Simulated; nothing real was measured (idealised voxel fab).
You're looking at the process module voxel ribs on slabs.
The cross-section shown here is cut; it is 285 nm wide and divided into square cells measuring 5 nm on a side.
Cross-section layout: square cells on a grid; listed as bands, top to bottom; a band spans one or more cell rows.
Heads up on the band format: heights come first, top then bottom, in nm. After that it's the materials left to right, each with its width in nm. A single material flagged "everywhere" fills the whole band edge to edge, and "blank" means there's empty space there.
All heights in this document are referenced to 0, defined as the level beneath which the wafer, as received, consists entirely of one material. The lowest band is not bounded below; it extends indefinitely downward and is written in the form "0..down".
When a width is written as two numbers, as in "30..40", the first number is the width in the top row of cells of the band and the second is the width in its bottom row, and the width changes by the same amount from each row to the next.
Given "remains unaltered" for a step, no cell of the cross-section differs between before and after that step.
The list in "Fully closed voids" covers empty spaces of 8 cells or more that cannot reach the top through any open way, and it gives each as width x height at distance; the distance is from the left edge, and width, height and distance are in nm.
Heads up: the bit after the settings on a step's line is the simulator's remark on that step.
overlay nm: mask offset rightward from planned place, masked step; negative means leftward offset.
## The planned process steps are enumerated hereunder
1,RECEIVE (material Si)
2,DIRECTIONAL_DEP (material SiO2; thk nm 20)
3,DIRECTIONAL_DEP (material polySi; thk nm 25)
4,PATTERN (tone cover; mask id RIB; material resist; width nm 30; thk nm 15; overlay nm 0)
5,DIRECTIONAL_ETCH (etch materials polySi; depth nm 10)
6,STRIP (etch materials resist)
7,DIRECTIONAL_DEP (material aC; thk nm 10)
8,PATTERN (tone cover; mask id SLAB; material resist; width nm 90; thk nm 30; overlay nm 0)
9,DIRECTIONAL_ETCH (etch materials aC; depth nm 10)
10,STRIP (etch materials resist)
11,DIRECTIONAL_ETCH (etch materials polySi; depth nm 15)
12,STRIP (etch materials aC)
13,FILL_DEP (material SiO2; thk nm 20)
14,CMP (height nm 60)
15,DIRECTIONAL_DEP (material W; thk nm 5)
16,MASKED_ETCH (tone cover; mask id HEATER; width nm 40; etch materials W; depth nm 5; overlay nm 0)
17,CONFORMAL_DEP (material SiO2; thk nm 10)
## First wafer, two in total, run as planned
## Cross-section of the wafer at receipt, which is the condition after step 1
* 0..down = Si everywhere
* Fully closed voids: none
## Once step 2 is through, the wafer looks like this in cross-section
* 20..0 = SiO2 everywhere
* Lower than 0, everything is as it was.
## Once step 3 is through, the wafer looks like this in cross-section
* 45..20 = polySi everywhere
* Lower than 20, everything is as it was.
## Once step 4 is through, the wafer looks like this in cross-section
* 60..45 = 125 of blank, then 30 of resist, then 130 of blank
* Lower than 45, everything is as it was.
## Once step 5 is through, the wafer looks like this in cross-section
* 60..45 = 125 of blank, then 30 of resist, then 130 of blank
* 45..35 = 125 of blank, then 30 of polySi, then 130 of blank
* Lower than 35, everything is as it was.
## Once step 6 is through, the wafer looks like this in cross-section
* 45..35 = 125 of blank, then 30 of polySi, then 130 of blank
* Lower than 35, everything is as it was.
## Once step 7 is through, the wafer looks like this in cross-section
* 55..45 = 125 of blank, then 30 of aC, then 130 of blank
* 45..35 = 125 of aC, then 30 of polySi, then 130 of aC
* Lower than 35, everything is as it was.
## Once step 8 is through, the wafer looks like this in cross-section
* 85..55 = 95 of blank, then 90 of resist, then 100 of blank
* 55..45 = 95 of blank, then 30 of resist, then 30 of aC, then 30 of resist, then 100 of blank
* Lower than 45, everything is as it was.
## Once step 9 is through, the wafer looks like this in cross-section
* 75..55 = 95 of blank, then 90 of resist, then 100 of blank
* 55..45 = 95 of blank, then 30 of resist, then 30 of aC, then 30 of resist, then 100 of blank
* 45..35 = 95 of blank, then 30 of aC, then 30 of polySi, then 30 of aC, then 100 of blank
* Lower than 35, everything is as it was.
## Once step 10 is through, the wafer looks like this in cross-section
* 55..45 = 125 of blank, then 30 of aC, then 130 of blank
* Lower than 45, everything is as it was.
## Once step 11 is through, the wafer looks like this in cross-section
* 55..45 = 125 of blank, then 30 of aC, then 130 of blank
* 45..35 = 95 of blank, then 30 of aC, then 30 of polySi, then 30 of aC, then 100 of blank
* 35..20 = 95 of blank, then 90 of polySi, then 100 of blank
* Lower than 20, everything is as it was.
## Once step 12 is through, the wafer looks like this in cross-section
* 45..35 = 125 of blank, then 30 of polySi, then 130 of blank
* Lower than 35, everything is as it was.
## Once step 13 is through, the wafer looks like this in cross-section
* 65..45 = SiO2 everywhere
* 45..35 = 125 of SiO2, then 30 of polySi, then 130 of SiO2
* 35..20 = 95 of SiO2, then 90 of polySi, then 100 of SiO2
* Lower than 20, everything is as it was.
## Once step 14 is through, the wafer looks like this in cross-section
* 60..45 = SiO2 everywhere
* Lower than 45, everything is as it was.
## Once step 15 is through, the wafer looks like this in cross-section
* 65..60 = W everywhere
* Lower than 60, everything is as it was.
## Once step 16 is through, the wafer looks like this in cross-section
* 65..60 = 120 of blank, then 40 of W, then 125 of blank
* Lower than 60, everything is as it was.
## Once step 17 is through, the wafer looks like this in cross-section
* 75..70 = 110 of blank, then 60 of SiO2, then 115 of blank
* 70..65 = SiO2 everywhere
* 65..60 = 120 of SiO2, then 40 of W, then 125 of SiO2
* Lower than 60, everything is as it was.
## Second of two: same start, same plan, one run error; steps up to and including 15 match the first
## Cross-section, second wafer, at the end time the plan gives for step 16
* 65..60 = 120 of W, then 40 of blank, then 125 of W
* Lower than 60, everything is as it was.
## Cross-section, second wafer, at the end time the plan gives for step 17
* 75..70 = 130 of SiO2, then 20 of blank, then 135 of SiO2
* 70..65 = SiO2 everywhere
* 65..60 = 120 of W, then 40 of SiO2, then 125 of W
* Lower than 60, everything is as it was.
What broke from the plan during processing? planned and actual differ for step 16; actual: MASKED_ETCH (tone open; mask id HEATER; width nm 40; etch materials W; depth nm 5; overlay nm 0)
At the finish, the second wafer shows more or fewer cells for some materials than the first does: W: 41 more
